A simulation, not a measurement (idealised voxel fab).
Proc. module: voxel wiring stack
The figure presents cross-section cut, which has a width of 280 nm and is divided into square cells with an edge length of 5 nm.
This document writes a cross-section as a grid whose cells are square, and gives it as bands, listed from the top down; one or more rows of cells form a band. Within each band entry, the heights of the top and of the bottom of the band appear first, in that order and in nm; the materials of the band then follow from left to right, each with its corresponding width in nm. The designation "all across" on a single material indicates that it fills the band from edge to edge; the designation "air" indicates empty space. We count height from 0. Below that, the starting wafer is all one material. The lowest band never ends at the bottom but goes on down; see "0 down" for how that is written. A two-number width, for instance "30 to 40", indicates that the width is equal to the first number in the top row of the band and to the second number in the bottom row, and that it changes by a constant amount per row of cells. Step note "same as before" = no cross-section cell changed. This entry, "Enclosed internal voids", enumerates those empty regions of no fewer than 8 cells that possess no open connection to the top. Each region is reported in the form width x height at distance, the distance being taken from the left edge, with all three quantities expressed in nm. after a step's settings: what the simulator itself notes on the step. The optional step-line setting "overlay nm" applies to steps with a mask and quantifies how far to the right of its planned location the mask lay, a negative value indicating leftward placement.
-- Here's what the planned process steps look like
1 RECEIVE with material Si
2 CONFORMAL_DEP with material SiO2, thk nm 10
3 CONFORMAL_DEP with material SiCN, thk nm 5
4 DIRECTIONAL_DEP with material lowk, thk nm 25
5 DIRECTIONAL_DEP with material aC, thk nm 10
6 PATTERN with tone open, mask id METAL_1, material resist, width nm 30, pitch nm 55, thk nm 30, overlay nm 0
7 DIRECTIONAL_ETCH with etch materials aC, depth nm 10
8 STRIP with etch materials resist
9 DIRECTIONAL_ETCH with etch materials lowk, depth nm 25
10 DIRECTIONAL_ETCH with etch materials SiCN, depth nm 5
11 STRIP with etch materials aC
12 CONFORMAL_DEP with material TiN, thk nm 5
13 FILL_DEP with material Ru, thk nm 5
14 CMP with height nm 40
15 EPI with material Ru, thk nm 5
16 FILL_DEP with material SiCN, thk nm 5
17 DIRECTIONAL_DEP with material lowk, thk nm 15
18 DIRECTIONAL_DEP with material aC, thk nm 15
19 PATTERN with tone open, mask id PLUG_1, material resist, width nm 15, pitch nm 110, thk nm 35, overlay nm 0
20 DIRECTIONAL_ETCH with etch materials aC, depth nm 15
21 STRIP with etch materials resist
22 DIRECTIONAL_ETCH with etch materials lowk, depth nm 15
23 DIRECTIONAL_ETCH with etch materials SiCN, depth nm 5
24 STRIP with etch materials aC
25 EPI with material Ru, thk nm 10
26 EPI with material Ru, thk nm 10
27 DIRECTIONAL_DEP with material TiN, thk nm 5
28 DIRECTIONAL_DEP with material W, thk nm 25
29 DIRECTIONAL_DEP with material aC, thk nm 10
30 PATTERN with tone cover, mask id METAL_2, material resist, width nm 30, pitch nm 55, thk nm 30, overlay nm 0
31 DIRECTIONAL_ETCH with etch materials aC, depth nm 10
32 STRIP with etch materials resist
33 DIRECTIONAL_ETCH with etch materials W, depth nm 25
34 DIRECTIONAL_ETCH with etch materials TiN, depth nm 5
35 STRIP with etch materials aC
36 CONFORMAL_DEP with material SiCN, thk nm 5
37 FILL_DEP with material lowk, thk nm 5
38 CMP with height nm 95
39 CONFORMAL_DEP with material SiCN, thk nm 5
40 DIRECTIONAL_DEP with material SiO2, thk nm 20
41 MASKED_ETCH with tone open, mask id PLUG_2, width nm 15, pitch nm 55, etch materials SiO2, depth nm 20, overlay nm 0
42 MASKED_ETCH with tone open, mask id PLUG_2, width nm 15, pitch nm 55, etch materials SiCN, depth nm 5, overlay nm 0
43 EPI with material Ru, thk nm 10
44 EPI with material Ru, thk nm 10
45 EPI with material Ru, thk nm 5
46 DIRECTIONAL_DEP with material TiN, thk nm 5
47 DIRECTIONAL_DEP with material Ru, thk nm 25
48 MASKED_ETCH with tone cover, mask id METAL_3, width nm 30, pitch nm 55, etch materials Ru, depth nm 25, overlay nm 0
49 MASKED_ETCH with tone cover, mask id METAL_3, width nm 30, pitch nm 55, etch materials TiN, depth nm 5, overlay nm 0
50 FILL_DEP with material lowk, thk nm 5
51 CMP with height nm 150
52 CONFORMAL_DEP with material SiN, thk nm 5
-- First of two wafers, with the run carried out as planned
-- as received, after step 1
* 0 down: Si all across
* Enclosed internal voids: none
-- How the wafer stands in section after step 2
* 10 to 0: SiO2 all across
* All layers under 0 are left as they were.
-- How the wafer stands in section after step 3
* 15 to 10: SiCN all across
* All layers under 10 are left as they were.
-- How the wafer stands in section after step 4
* 40 to 15: lowk all across
* All layers under 15 are left as they were.
-- How the wafer stands in section after step 5
* 50 to 40: aC all across
* All layers under 40 are left as they were.
-- How the wafer stands in section after step 6
* 80 to 50: resist=40 | air=30 | resist=25 | air=30 | resist=25 | air=30 | resist=25 | air=30 | resist=45
* All layers under 50 are left as they were.
-- How the wafer stands in section after step 7
* 70 to 50: resist=40 | air=30 | resist=25 | air=30 | resist=25 | air=30 | resist=25 | air=30 | resist=45
* 50 to 40: aC=40 | air=30 | aC=25 | air=30 | aC=25 | air=30 | aC=25 | air=30 | aC=45
* All layers under 40 are left as they were.
-- How the wafer stands in section after step 8
* 50 to 40: aC=40 | air=30 | aC=25 | air=30 | aC=25 | air=30 | aC=25 | air=30 | aC=45
* All layers under 40 are left as they were.
-- How the wafer stands in section after step 9
* 50 to 40: aC=40 | air=30 | aC=25 | air=30 | aC=25 | air=30 | aC=25 | air=30 | aC=45
* 40 to 15: lowk=40 | air=30 | lowk=25 | air=30 | lowk=25 | air=30 | lowk=25 | air=30 | lowk=45
* All layers under 15 are left as they were.
-- How the wafer stands in section after step 10
* 50 to 40: aC=40 | air=30 | aC=25 | air=30 | aC=25 | air=30 | aC=25 | air=30 | aC=45
* 40 to 15: lowk=40 | air=30 | lowk=25 | air=30 | lowk=25 | air=30 | lowk=25 | air=30 | lowk=45
* 15 to 10: SiCN=40 | air=30 | SiCN=25 | air=30 | SiCN=25 | air=30 | SiCN=25 | air=30 | SiCN=45
* All layers under 10 are left as they were.
-- How the wafer stands in section after step 11
* 40 to 15: lowk=40 | air=30 | lowk=25 | air=30 | lowk=25 | air=30 | lowk=25 | air=30 | lowk=45
* All layers under 15 are left as they were.
-- How the wafer stands in section after step 12
* 45 to 40: TiN=45 | air=20 | TiN=35 | air=20 | TiN=35 | air=20 | TiN=35 | air=20 | TiN=50
* 40 to 15: lowk=40 | TiN=5 | air=20 | TiN=5 | lowk=25 | TiN=5 | air=20 | TiN=5 | lowk=25 | TiN=5 | air=20 | TiN=5 | lowk=25 | TiN=5 | air=20 | TiN=5 | lowk=45
* 15 to 10: SiCN=40 | TiN=30 | SiCN=25 | TiN=30 | SiCN=25 | TiN=30 | SiCN=25 | TiN=30 | SiCN=45
* All layers under 10 are left as they were.
-- How the wafer stands in section after step 13
* 50 to 45: Ru all across
* 45 to 40: TiN=45 | Ru=20 | TiN=35 | Ru=20 | TiN=35 | Ru=20 | TiN=35 | Ru=20 | TiN=50
* 40 to 15: lowk=40 | TiN=5 | Ru=20 | TiN=5 | lowk=25 | TiN=5 | Ru=20 | TiN=5 | lowk=25 | TiN=5 | Ru=20 | TiN=5 | lowk=25 | TiN=5 | Ru=20 | TiN=5 | lowk=45
* All layers under 15 are left as they were.
-- How the wafer stands in section after step 14
* 40 to 15: lowk=40 | TiN=5 | Ru=20 | TiN=5 | lowk=25 | TiN=5 | Ru=20 | TiN=5 | lowk=25 | TiN=5 | Ru=20 | TiN=5 | lowk=25 | TiN=5 | Ru=20 | TiN=5 | lowk=45
* All layers under 15 are left as they were.
-- How the wafer stands in section after step 15
* 45 to 40: air=35 | Ru=40 | air=15 | Ru=40 | air=15 | Ru=40 | air=15 | Ru=40 | air=40
* All layers under 40 are left as they were.
-- How the wafer stands in section after step 16
* 50 to 45: SiCN all across
* 45 to 40: SiCN=35 | Ru=40 | SiCN=15 | Ru=40 | SiCN=15 | Ru=40 | SiCN=15 | Ru=40 | SiCN=40
* All layers under 40 are left as they were.
-- How the wafer stands in section after step 17
* 65 to 50: lowk all across
* All layers under 50 are left as they were.
-- How the wafer stands in section after step 18
* 80 to 65: aC all across
* All layers under 65 are left as they were.
-- How the wafer stands in section after step 19
* 115 to 80: resist=40 | air=15 | resist=95 | air=15 | resist=115
* All layers under 80 are left as they were.
-- How the wafer stands in section after step 20
* 100 to 80: resist=40 | air=15 | resist=95 | air=15 | resist=115
* 80 to 65: aC=40 | air=15 | aC=95 | air=15 | aC=115
* All layers under 65 are left as they were.
-- How the wafer stands in section after step 21
* 80 to 65: aC=40 | air=15 | aC=95 | air=15 | aC=115
* All layers under 65 are left as they were.
-- How the wafer stands in section after step 22
* 80 to 65: aC=40 | air=15 | aC=95 | air=15 | aC=115
* 65 to 50: lowk=40 | air=15 | lowk=95 | air=15 | lowk=115
* All layers under 50 are left as they were.
-- How the wafer stands in section after step 23
* 80 to 65: aC=40 | air=15 | aC=95 | air=15 | aC=115
* 65 to 50: lowk=40 | air=15 | lowk=95 | air=15 | lowk=115
* 50 to 45: SiCN=40 | air=15 | SiCN=95 | air=15 | SiCN=115
* All layers under 45 are left as they were.
-- How the wafer stands in section after step 24
* 65 to 50: lowk=40 | air=15 | lowk=95 | air=15 | lowk=115
* All layers under 50 are left as they were.
-- How the wafer stands in section after step 25
* 65 to 55: lowk=40 | air=15 | lowk=95 | air=15 | lowk=115
* 55 to 50: lowk=40 | Ru=15 | lowk=95 | Ru=15 | lowk=115
* 50 to 45: SiCN=40 | Ru=15 | SiCN=95 | Ru=15 | SiCN=115
* All layers under 45 are left as they were.
-- How the wafer stands in section after step 26
* 65 to 50: lowk=40 | Ru=15 | lowk=95 | Ru=15 | lowk=115
* All layers under 50 are left as they were.
-- How the wafer stands in section after step 27
* 70 to 65: TiN all across
* All layers under 65 are left as they were.
-- How the wafer stands in section after step 28
* 95 to 70: W all across
* All layers under 70 are left as they were.
-- How the wafer stands in section after step 29
* 105 to 95: aC all across
* All layers under 95 are left as they were.
-- How the wafer stands in section after step 30
* 135 to 105: air=40 | resist=30 | air=25 | resist=30 | air=25 | resist=30 | air=25 | resist=30 | air=45
* All layers under 105 are left as they were.
-- How the wafer stands in section after step 31
* 125 to 105: air=40 | resist=30 | air=25 | resist=30 | air=25 | resist=30 | air=25 | resist=30 | air=45
* 105 to 95: air=40 | aC=30 | air=25 | aC=30 | air=25 | aC=30 | air=25 | aC=30 | air=45
* All layers under 95 are left as they were.
-- How the wafer stands in section after step 32
* 105 to 95: air=40 | aC=30 | air=25 | aC=30 | air=25 | aC=30 | air=25 | aC=30 | air=45
* All layers under 95 are left as they were.
-- How the wafer stands in section after step 33
* 105 to 95: air=40 | aC=30 | air=25 | aC=30 | air=25 | aC=30 | air=25 | aC=30 | air=45
* 95 to 70: air=40 | W=30 | air=25 | W=30 | air=25 | W=30 | air=25 | W=30 | air=45
* All layers under 70 are left as they were.
-- How the wafer stands in section after step 34
* 105 to 95: air=40 | aC=30 | air=25 | aC=30 | air=25 | aC=30 | air=25 | aC=30 | air=45
* 95 to 70: air=40 | W=30 | air=25 | W=30 | air=25 | W=30 | air=25 | W=30 | air=45
* 70 to 65: air=40 | TiN=30 | air=25 | TiN=30 | air=25 | TiN=30 | air=25 | TiN=30 | air=45
* All layers under 65 are left as they were.
-- How the wafer stands in section after step 35
* 95 to 70: air=40 | W=30 | air=25 | W=30 | air=25 | W=30 | air=25 | W=30 | air=45
* All layers under 70 are left as they were.
-- How the wafer stands in section after step 36
* 100 to 95: air=35 | SiCN=40 | air=15 | SiCN=40 | air=15 | SiCN=40 | air=15 | SiCN=40 | air=40
* 95 to 70: air=35 | SiCN=5 | W=30 | SiCN=5 | air=15 | SiCN=5 | W=30 | SiCN=5 | air=15 | SiCN=5 | W=30 | SiCN=5 | air=15 | SiCN=5 | W=30 | SiCN=5 | air=40
* 70 to 65: SiCN=40 | TiN=30 | SiCN=25 | TiN=30 | SiCN=25 | TiN=30 | SiCN=25 | TiN=30 | SiCN=45
* All layers under 65 are left as they were.
-- How the wafer stands in section after step 37
* 105 to 100: lowk all across
* 100 to 95: lowk=35 | SiCN=40 | lowk=15 | SiCN=40 | lowk=15 | SiCN=40 | lowk=15 | SiCN=40 | lowk=40
* 95 to 70: lowk=35 | SiCN=5 | W=30 | SiCN=5 | lowk=15 | SiCN=5 | W=30 | SiCN=5 | lowk=15 | SiCN=5 | W=30 | SiCN=5 | lowk=15 | SiCN=5 | W=30 | SiCN=5 | lowk=40
* All layers under 70 are left as they were.
-- How the wafer stands in section after step 38
* 95 to 70: lowk=35 | SiCN=5 | W=30 | SiCN=5 | lowk=15 | SiCN=5 | W=30 | SiCN=5 | lowk=15 | SiCN=5 | W=30 | SiCN=5 | lowk=15 | SiCN=5 | W=30 | SiCN=5 | lowk=40
* All layers under 70 are left as they were.
-- How the wafer stands in section after step 39
* 100 to 95: SiCN all across
* All layers under 95 are left as they were.
-- How the wafer stands in section after step 40
* 120 to 100: SiO2 all across
* All layers under 100 are left as they were.
-- How the wafer stands in section after step 41
* 120 to 100: SiO2=40 | air=15 | SiO2=40 | air=15 | SiO2=40 | air=15 | SiO2=40 | air=15 | SiO2=60
* All layers under 100 are left as they were.
-- How the wafer stands in section after step 42
* 120 to 100: SiO2=40 | air=15 | SiO2=40 | air=15 | SiO2=40 | air=15 | SiO2=40 | air=15 | SiO2=60
* 100 to 95: SiCN=40 | air=15 | SiCN=40 | air=15 | SiCN=40 | air=15 | SiCN=40 | air=15 | SiCN=60
* All layers under 95 are left as they were.
-- How the wafer stands in section after step 43
* 120 to 105: SiO2=40 | air=15 | SiO2=40 | air=15 | SiO2=40 | air=15 | SiO2=40 | air=15 | SiO2=60
* 105 to 100: SiO2=40 | Ru=15 | SiO2=40 | Ru=15 | SiO2=40 | Ru=15 | SiO2=40 | Ru=15 | SiO2=60
* 100 to 95: SiCN=40 | Ru=15 | SiCN=40 | Ru=15 | SiCN=40 | Ru=15 | SiCN=40 | Ru=15 | SiCN=60
* All layers under 95 are left as they were.
-- How the wafer stands in section after step 44
* 120 to 115: SiO2=40 | air=15 | SiO2=40 | air=15 | SiO2=40 | air=15 | SiO2=40 | air=15 | SiO2=60
* 115 to 100: SiO2=40 | Ru=15 | SiO2=40 | Ru=15 | SiO2=40 | Ru=15 | SiO2=40 | Ru=15 | SiO2=60
* All layers under 100 are left as they were.
-- How the wafer stands in section after step 45
* 120 to 100: SiO2=40 | Ru=15 | SiO2=40 | Ru=15 | SiO2=40 | Ru=15 | SiO2=40 | Ru=15 | SiO2=60
* All layers under 100 are left as they were.
-- How the wafer stands in section after step 46
* 125 to 120: TiN all across
* All layers under 120 are left as they were.
-- How the wafer stands in section after step 47
* 150 to 125: Ru all across
* All layers under 125 are left as they were.
-- How the wafer stands in section after step 48
* 150 to 125: air=40 | Ru=30 | air=25 | Ru=30 | air=25 | Ru=30 | air=25 | Ru=30 | air=45
* All layers under 125 are left as they were.
-- How the wafer stands in section after step 49
* 150 to 125: air=40 | Ru=30 | air=25 | Ru=30 | air=25 | Ru=30 | air=25 | Ru=30 | air=45
* 125 to 120: air=40 | TiN=30 | air=25 | TiN=30 | air=25 | TiN=30 | air=25 | TiN=30 | air=45
* All layers under 120 are left as they were.
-- How the wafer stands in section after step 50
* 155 to 150: lowk all across
* 150 to 125: lowk=40 | Ru=30 | lowk=25 | Ru=30 | lowk=25 | Ru=30 | lowk=25 | Ru=30 | lowk=45
* 125 to 120: lowk=40 | TiN=30 | lowk=25 | TiN=30 | lowk=25 | TiN=30 | lowk=25 | TiN=30 | lowk=45
* All layers under 120 are left as they were.
-- How the wafer stands in section after step 51
* 150 to 125: lowk=40 | Ru=30 | lowk=25 | Ru=30 | lowk=25 | Ru=30 | lowk=25 | Ru=30 | lowk=45
* All layers under 125 are left as they were.
-- How the wafer stands in section after step 52
* 155 to 150: SiN all across
* All layers under 150 are left as they were.
-- second wafer: like start, like plan, one mistake. Through step 40 it matches the first wafer
-- Cross-sectional representation of the second wafer at the time designated in the plan for the completion of step 41
* 120 to 100: air=40 | SiO2=15 | air=40 | SiO2=15 | air=40 | SiO2=15 | air=40 | SiO2=15 | air=60
* All layers under 100 are left as they were.
Cross-sectional representation of the second wafer at the time designated in the plan for the completion of step 42: same as before
Cross-sectional representation of the second wafer at the time designated in the plan for the completion of step 43: same as before
Cross-sectional representation of the second wafer at the time designated in the plan for the completion of step 44: same as before
Cross-sectional representation of the second wafer at the time designated in the plan for the completion of step 45: same as before
-- Cross-sectional representation of the second wafer at the time designated in the plan for the completion of step 46
* 125 to 120: air=40 | TiN=15 | air=40 | TiN=15 | air=40 | TiN=15 | air=40 | TiN=15 | air=60
* 120 to 105: air=40 | SiO2=15 | air=40 | SiO2=15 | air=40 | SiO2=15 | air=40 | SiO2=15 | air=60
* 105 to 100: TiN=40 | SiO2=15 | TiN=40 | SiO2=15 | TiN=40 | SiO2=15 | TiN=40 | SiO2=15 | TiN=60
* All layers under 100 are left as they were.
-- Cross-sectional representation of the second wafer at the time designated in the plan for the completion of step 47
* 150 to 130: air=40 | Ru=15 | air=40 | Ru=15 | air=40 | Ru=15 | air=40 | Ru=15 | air=60
* 130 to 125: Ru all across
* 125 to 120: Ru=40 | TiN=15 | Ru=40 | TiN=15 | Ru=40 | TiN=15 | Ru=40 | TiN=15 | Ru=60
* 120 to 105: Ru=40 | SiO2=15 | Ru=40 | SiO2=15 | Ru=40 | SiO2=15 | Ru=40 | SiO2=15 | Ru=60
* All layers under 105 are left as they were.
-- Cross-sectional representation of the second wafer at the time designated in the plan for the completion of step 48
* 150 to 130: air=40 | Ru=15 | air=40 | Ru=15 | air=40 | Ru=15 | air=40 | Ru=15 | air=60
* 130 to 125: air=40 | Ru=30 | air=25 | Ru=30 | air=25 | Ru=30 | air=25 | Ru=30 | air=45
* 125 to 120: air=40 | TiN=15 | Ru=15 | air=25 | TiN=15 | Ru=15 | air=25 | TiN=15 | Ru=15 | air=25 | TiN=15 | Ru=15 | air=45
* 120 to 105: air=40 | SiO2=15 | Ru=15 | air=25 | SiO2=15 | Ru=15 | air=25 | SiO2=15 | Ru=15 | air=25 | SiO2=15 | Ru=15 | air=45
* All layers under 105 are left as they were.
-- Cross-sectional representation of the second wafer at the time designated in the plan for the completion of step 49
* 150 to 130: air=40 | Ru=15 | air=40 | Ru=15 | air=40 | Ru=15 | air=40 | Ru=15 | air=60
* 130 to 125: air=40 | Ru=30 | air=25 | Ru=30 | air=25 | Ru=30 | air=25 | Ru=30 | air=45
* 125 to 120: air=40 | TiN=15 | Ru=15 | air=25 | TiN=15 | Ru=15 | air=25 | TiN=15 | Ru=15 | air=25 | TiN=15 | Ru=15 | air=45
* 120 to 105: air=40 | SiO2=15 | Ru=15 | air=25 | SiO2=15 | Ru=15 | air=25 | SiO2=15 | Ru=15 | air=25 | SiO2=15 | Ru=15 | air=45
* 105 to 100: air=40 | SiO2=15 | TiN=15 | air=25 | SiO2=15 | TiN=15 | air=25 | SiO2=15 | TiN=15 | air=25 | SiO2=15 | TiN=15 | air=45
* All layers under 100 are left as they were.
-- Cross-sectional representation of the second wafer at the time designated in the plan for the completion of step 50
* 155 to 150: lowk all across
* 150 to 130: lowk=40 | Ru=15 | lowk=40 | Ru=15 | lowk=40 | Ru=15 | lowk=40 | Ru=15 | lowk=60
* 130 to 125: lowk=40 | Ru=30 | lowk=25 | Ru=30 | lowk=25 | Ru=30 | lowk=25 | Ru=30 | lowk=45
* 125 to 120: lowk=40 | TiN=15 | Ru=15 | lowk=25 | TiN=15 | Ru=15 | lowk=25 | TiN=15 | Ru=15 | lowk=25 | TiN=15 | Ru=15 | lowk=45
* 120 to 105: lowk=40 | SiO2=15 | Ru=15 | lowk=25 | SiO2=15 | Ru=15 | lowk=25 | SiO2=15 | Ru=15 | lowk=25 | SiO2=15 | Ru=15 | lowk=45
* 105 to 100: lowk=40 | SiO2=15 | TiN=15 | lowk=25 | SiO2=15 | TiN=15 | lowk=25 | SiO2=15 | TiN=15 | lowk=25 | SiO2=15 | TiN=15 | lowk=45
* All layers under 100 are left as they were.
-- Cross-sectional representation of the second wafer at the time designated in the plan for the completion of step 51
* 150 to 130: lowk=40 | Ru=15 | lowk=40 | Ru=15 | lowk=40 | Ru=15 | lowk=40 | Ru=15 | lowk=60
* All layers under 130 are left as they were.
-- Cross-sectional representation of the second wafer at the time designated in the plan for the completion of step 52
* 155 to 150: SiN all across
* All layers under 150 are left as they were.
What was done differently from what was planned? step 41 ran as: MASKED_ETCH with tone cover, mask id PLUG_2, width nm 15, pitch nm 55, etch materials SiO2, depth nm 20, overlay nm 0
Upon completion, the second wafer contains, in terms of cells, a greater or smaller amount of certain materials than the first wafer: Ru: 60 fewer | SiCN: 12 more | SiO2: 128 fewer | lowk: 176 more
